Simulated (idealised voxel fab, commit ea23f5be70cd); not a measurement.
The following is a process module called voxel transistor to metal.
For reference, the cross-section in this document is cut, with width 195 nm and square cells of 5 nm.
In what follows, cross-sections appear as grids of square cells, described through bands that run from the top down, where every band is one or more rows of cells.
Band: top and bottom heights (nm) first, top before bottom; then materials from left to right, widths in nm. "all across" marks a sole material filling the band edge to edge. "air" denotes empty space.
It should be noted that heights are counted from 0, beneath which the wafer as supplied is of one material throughout, and that the lowest band possesses no lower boundary but continues downward, as written in "z 0 and below".
Width "30 to 40": first value at the band's top row of cells, second value at its bottom row, equal change from row to row.
The cross-section has no changed cell in any step marked "everything unchanged".
In the "Enclosed void listing" entry, you get each enclosed empty space of 8 cells or more, one with no open way to the top, written width x height at distance, distance from the left edge, in nm.
Formally, on a step line, whatever follows the settings is a remark that the simulator itself makes on the step.
Each step line may optionally specify "overlay nm", which for a step with a mask gives the rightward distance between the mask's planned place and where it lay, a negative value indicating the leftward direction.

# These are the steps we planned for the process
1 RECEIVE (material Si)
2 CONFORMAL_DEP (material SiO2; thk nm 5)
3 CONFORMAL_DEP (material SiN; thk nm 15)
4 PATTERN (tone cover; mask id ACTIVE; material resist; width nm 115; thk nm 15; overlay nm 0)
5 DIRECTIONAL_ETCH (etch materials SiN; depth nm 15)
6 DIRECTIONAL_ETCH (etch materials SiO2; depth nm 5)
7 DIRECTIONAL_ETCH (etch materials Si; depth nm 35)
8 STRIP (etch materials resist)
9 OXIDIZE (depth nm 5)
10 FILL_DEP (material SiO2; thk nm 5)
11 CMP (height nm 20)
12 SELECTIVE_ETCH (etch materials SiO2; depth nm 10)
13 STRIP (etch materials SiN)
14 SELECTIVE_ETCH (etch materials SiO2; depth nm 5)
15 OXIDIZE (depth nm 5)
16 DIRECTIONAL_DEP (material polySi; thk nm 30)
17 DIRECTIONAL_DEP (material SiCN; thk nm 15)
18 PATTERN (tone cover; mask id GATE; material resist; width nm 35; thk nm 15; overlay nm 0)
19 DIRECTIONAL_ETCH (etch materials SiCN; depth nm 25)
20 DIRECTIONAL_ETCH (etch materials polySi; depth nm 40)
21 STRIP (etch materials resist)
22 CONFORMAL_DEP (material SiN; thk nm 5)
23 DIRECTIONAL_ETCH (etch materials SiN; depth nm 5)
24 DIRECTIONAL_ETCH (etch materials SiO2; depth nm 5)
25 DIRECTIONAL_ETCH (etch materials Si; depth nm 15)
26 EPI (material nSi; thk nm 20)
27 FILL_DEP (material SiO2; thk nm 5)
28 CMP (height nm 30)
29 STRIP (etch materials polySi)
30 SELECTIVE_ETCH (etch materials SiO2; depth nm 5)
31 CONFORMAL_DEP (material HfO2; thk nm 5)
32 CONFORMAL_DEP (material TiN; thk nm 5)
33 FILL_DEP (material W; thk nm 10)
34 CMP (height nm 25)
35 DIRECTIONAL_DEP (material SiO2; thk nm 15)
36 DIRECTIONAL_DEP (material aC; thk nm 15)
37 PATTERN (tone open; mask id CONTACT; material resist; width nm 15; pitch nm 90; thk nm 35; overlay nm 0)
38 DIRECTIONAL_ETCH (etch materials aC; depth nm 15)
39 STRIP (etch materials resist)
40 DIRECTIONAL_ETCH (etch materials SiO2; depth nm 40)
41 STRIP (etch materials aC)
42 CONFORMAL_DEP (material TiN; thk nm 5)
43 FILL_DEP (material W; thk nm 5)
44 CMP (height nm 40)
45 CONFORMAL_DEP (material SiCN; thk nm 5)
46 DIRECTIONAL_DEP (material SiO2; thk nm 20)
47 PATTERN (tone open; mask id METAL_1; material resist; width nm 15; pitch nm 90; thk nm 20; overlay nm 0)
48 DIRECTIONAL_ETCH (etch materials SiO2; depth nm 20)
49 DIRECTIONAL_ETCH (etch materials SiCN; depth nm 5)
50 STRIP (etch materials resist)
51 CONFORMAL_DEP (material TiN; thk nm 5)
52 FILL_DEP (material Cu; thk nm 10)
53 CMP (height nm 65)
54 EPI (material Ru; thk nm 5)
55 FILL_DEP (material SiCN; thk nm 5)
56 DIRECTIONAL_DEP (material SiO2; thk nm 25)
57 PATTERN (tone open; mask id METAL_2; material resist; width nm 15; pitch nm 90; thk nm 20; overlay nm 0)
58 DIRECTIONAL_ETCH (etch materials SiO2; depth nm 15)
59 STRIP (etch materials resist)
60 MASKED_ETCH (tone open; mask id METAL_2_HOLES; width nm 15; pitch nm 90; etch materials SiO2; depth nm 10; overlay nm 0)
61 MASKED_ETCH (tone open; mask id METAL_2_HOLES; width nm 15; pitch nm 90; etch materials SiCN; depth nm 5; overlay nm 0)
62 CONFORMAL_DEP (material TiN; thk nm 5)
63 FILL_DEP (material Cu; thk nm 10)
64 CMP (height nm 100)
65 CONFORMAL_DEP (material SiN; thk nm 5)

# Incoming wafer, cross-sectional view, post step 1
	z 0 and below  Si all across
	Enclosed void listing: none

# Module complete, cross-section. Starting point and plan per above. One mistake made in running the module
	z 105 to 100  SiN all across
	z 100 to 75  SiO2 all across
	z 75 to 70  SiCN all across
	z 70 to 65  SiCN=40 / Ru=25 / SiCN=65 / Ru=25 / SiCN=40
	z 65 to 45  SiO2=45 / TiN=5 / Cu=5 / TiN=5 / SiO2=75 / TiN=5 / Cu=5 / TiN=5 / SiO2=45
	z 45 to 40  SiCN=45 / TiN=15 / SiCN=75 / TiN=15 / SiCN=45
	z 40 to 25  SiO2=45 / TiN=5 / W=5 / TiN=5 / SiO2=75 / TiN=5 / W=5 / TiN=5 / SiO2=45
	z 25 to 20  SiO2=45 / TiN=5 / W=5 / TiN=5 / SiO2=15 / SiN=5 / HfO2=5 / TiN=5 / W=15 / TiN=5 / HfO2=5 / SiN=5 / SiO2=15 / TiN=5 / W=5 / TiN=5 / SiO2=45
	z 20 to 15  SiO2=45 / TiN=15 / SiO2=15 / SiN=5 / HfO2=5 / TiN=5 / W=15 / TiN=5 / HfO2=5 / SiN=5 / SiO2=15 / TiN=15 / SiO2=45
	z 15 to 5  SiO2=45 / TiN=10 / nSi=20 / SiN=5 / HfO2=5 / TiN=5 / W=15 / TiN=5 / HfO2=5 / SiN=5 / nSi=20 / TiN=10 / SiO2=45
	z 5 to 0  SiO2=35 / SiN=5 / SiO2=5 / TiN=10 / nSi=20 / SiN=5 / HfO2=5 / TiN=25 / HfO2=5 / SiN=5 / nSi=20 / TiN=10 / SiO2=5 / SiN=5 / SiO2=35
	z 0 to -5  SiO2=40 / nSi=35 / HfO2=45 / nSi=35 / SiO2=40
	z -5 to -20  SiO2=45 / nSi=30 / Si=45 / nSi=30 / SiO2=45
	z -20 to -40  SiO2=45 / Si=105 / SiO2=45
	z -40 and below  Si all across
	Enclosed void listing: none
What broke from the plan during processing? step 56 of the plan was executed twice over
